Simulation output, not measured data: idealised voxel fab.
Documented hereafter: the process module known as voxel tone inversion.
Square cell edge 5 nm, section width 160 nm, ID cut.
When this document writes out a cross-section, it uses a grid of square cells and lists it as bands, beginning at the top and moving down, with a band standing for one or more rows of cells. This entry defines a band. It first specifies the height of the band's top and the height of its bottom in nm, and then specifies the band's materials from left to right, stating each material with its width in nm. The word "all across" identifies a single material that fills the band from edge to edge, while the word "empty" identifies empty space. Heights are reckoned from 0. Under this level, the received wafer is all of one material. The bottommost band is open-ended downward, for example "0 -> down". The expression "30 to 40" gives the width at the extremes of the band, the first number at its top row of cells and the second at its bottom row, with the width changing by equal amounts from each row to the next in between. Step note "no modifications" = no cross-section cell changed. Each empty space that has no open way to the top and spans at least 8 cells appears under "Voids, fully enclosed" as width x height at distance, the distance counted from the left edge, all in nm. If you see something after the settings on a step's line, that's the simulator's own remark about that step. The optional step-line setting "overlay nm" applies to steps with a mask and quantifies how far to the right of its planned location the mask lay, a negative value indicating leftward placement.
### Steps in the process plan
| 1 | RECEIVE: material Si |
| 2 | CONFORMAL_DEP: material SiN, thk nm 10 |
| 3 | DIRECTIONAL_DEP: material aC, thk nm 15 |
| 4 | PATTERN: tone cover, mask id POSTS, material resist, width nm 20, pitch nm 50, thk nm 20, overlay nm -5 |
| 5 | DIRECTIONAL_ETCH: etch materials aC, depth nm 15 |
| 6 | STRIP: etch materials resist |
| 7 | FILL_DEP: material SiO2, thk nm 5 |
| 8 | CMP: height nm 25 |
| 9 | STRIP: etch materials aC |
All wafers enter the flow in the same state. The overlay nm at step 4 differs from wafer to wafer, and the plan gives the value for the first wafer.
### As-received state after step 1, first of several wafers, cross-section
	0 -> down: Si all across
	Voids, fully enclosed: none
### Row per wafer, end-of-module: cell gain (+)/loss (-) by material since the wafer came in, then closed voids
overlay nm -5 | +64 SiN | +60 SiO2 | Voids, fully enclosed: none
overlay nm 0 | +64 SiN | +60 SiO2 | Voids, fully enclosed: none
overlay nm 5 | +64 SiN | +60 SiO2 | Voids, fully enclosed: none
